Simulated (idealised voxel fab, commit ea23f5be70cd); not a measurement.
process module | voxel self aligned vias
cross-section cut | 285 nm wide | cells 5 nm
A cross-section is a grid of square cells, given in bands from the top down. A band is one or more rows of cells.
Each band's line starts with the height of the band's top and of its bottom, in nm. Then come its materials from left to right, each with its width in nm. One material with "throughout" fills the band from edge to edge. "air" is empty space.
Height 0 is the level under which the wafer as received is all one material. The lowest band goes on downwards, as in "0 down".
A width such as "30 to 40" changes by the same amount from each row of cells to the next, from the band's top row to its bottom row.
"no change" after a step means that no cell of the cross-section changed.
closed voids: empty space of 8 cells or more with no open way to the top, each as width x height at its distance from the left edge, in nm
after a step's settings: what the simulator itself notes on the step
overlay nm, on a step with a mask: how far to the right of its planned place the mask lay; to the left if negative
plan
1 op RECEIVE | material Si
2 op CONFORMAL_DEP | material SiO2 | thk nm 10
3 op CONFORMAL_DEP | material SiCN | thk nm 5
4 op DIRECTIONAL_DEP | material lowk | thk nm 30
5 op MASKED_ETCH | tone open | mask id LINES | width nm 30 | pitch nm 75 | etch materials lowk | depth nm 30 | overlay nm 0
6 op CONFORMAL_DEP | material TiN | thk nm 5
7 op FILL_DEP | material Ru | thk nm 5
8 op CMP | height nm 45
9 op SELECTIVE_ETCH | etch materials W Ru TiN | depth nm 5
10 op FILL_DEP | material SiN | thk nm 5
11 op CMP | height nm 45
12 op DIRECTIONAL_DEP | material lowk | thk nm 20
13 op MASKED_ETCH | tone open | mask id VIAS | width nm 50 | pitch nm 75 | etch materials lowk | depth nm 20 | overlay nm 0
14 op MASKED_ETCH | tone open | mask id VIAS | width nm 50 | pitch nm 75 | etch materials SiN | depth nm 5 | overlay nm 0
15 op CONFORMAL_DEP | material TiN | thk nm 5
16 op FILL_DEP | material Cu | thk nm 5
17 op CMP | height nm 65
18 op CONFORMAL_DEP | material SiCN | thk nm 5
as received, after step 1
  0 down: Si throughout
  closed voids: none
a wafer at the end: this start, this plan, one mistake
  70 to 65: SiCN throughout
  65 to 50: lowk 80 | TiN 5 | Cu 40 | TiN 5 | lowk 25 | TiN 5 | Cu 40 | TiN 5 | lowk 80
  50 to 45: lowk 80 | TiN 50 | lowk 25 | TiN 50 | lowk 80
  45 to 20: lowk 90 | TiN 5 | Cu 20 | TiN 5 | lowk 45 | TiN 5 | Cu 20 | TiN 5 | lowk 90
  20 to 15: lowk 90 | TiN 30 | lowk 45 | TiN 30 | lowk 90
  15 to 10: SiCN throughout
  10 to 0: SiO2 throughout
  0 down: Si throughout
  closed voids: none
what went wrong: step 7 ran as: op FILL_DEP | material Cu | thk nm 5
